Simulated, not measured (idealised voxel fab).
process module | voxel tone inversion
The cross-section shown here is cut; it is 230 nm wide and divided into square cells measuring 5 nm on a side.
Cross-section = grid of square cells, listed top down in bands; band = one or more rows. Band: top and bottom heights (nm) first, top before bottom; then materials from left to right, widths in nm. "full width" marks a sole material filling the band edge to edge. "air" denotes empty space. We count height from 0. Below that, the starting wafer is all one material. The lowest band never ends at the bottom but goes on down; see "0..down" for how that is written. The width entry "30..40" should be interpreted row by row: the top row of cells in the band takes the first number, the bottom row takes the second number, and the change between adjacent rows is uniform throughout. "nothing altered", as given for a step, is the statement that not any cell of the cross-section underwent a change during that step. This entry, "Cavities, closed", enumerates those empty regions of no fewer than 8 cells that possess no open connection to the top. Each region is reported in the form width x height at distance, the distance being taken from the left edge, with all three quantities expressed in nm. Text after the settings on a step's line: the simulator's own remark on that step. "overlay nm" answers the question of how far to the right of plan the mask lay on a step that has a mask, and when it is negative the answer is to the left.
-- This section lists the process steps that were planned
1 op RECEIVE | material Si
2 op CONFORMAL_DEP | material SiN | thk nm 10
3 op DIRECTIONAL_DEP | material polySi | thk nm 20
4 op PATTERN | tone cover | mask id POSTS | material resist | width nm 15 | pitch nm 40 | thk nm 25 | overlay nm 0
5 op DIRECTIONAL_ETCH | etch materials polySi | depth nm 20
6 op STRIP | etch materials resist
7 op FILL_DEP | material SiO2 | thk nm 5
8 op CMP | height nm 30
9 op STRIP | etch materials polySi
-- Received-state cross-section, reflecting completion of step 1
  0..down: Si full width
  Cavities, closed: none
-- This is how the wafer looks in cross-section once the module is done, given the starting state and plan above and one mistake in carrying the plan out
  20..10: SiO2=65 | air=15 | SiO2=25 | air=15 | SiO2=25 | air=15 | SiO2=70
  10..0: SiN full width
  0..down: Si full width
  Cavities, closed: none
The plan and the run diverged here: step 8 did not use the planned setting and instead ran as op CMP | height nm 20
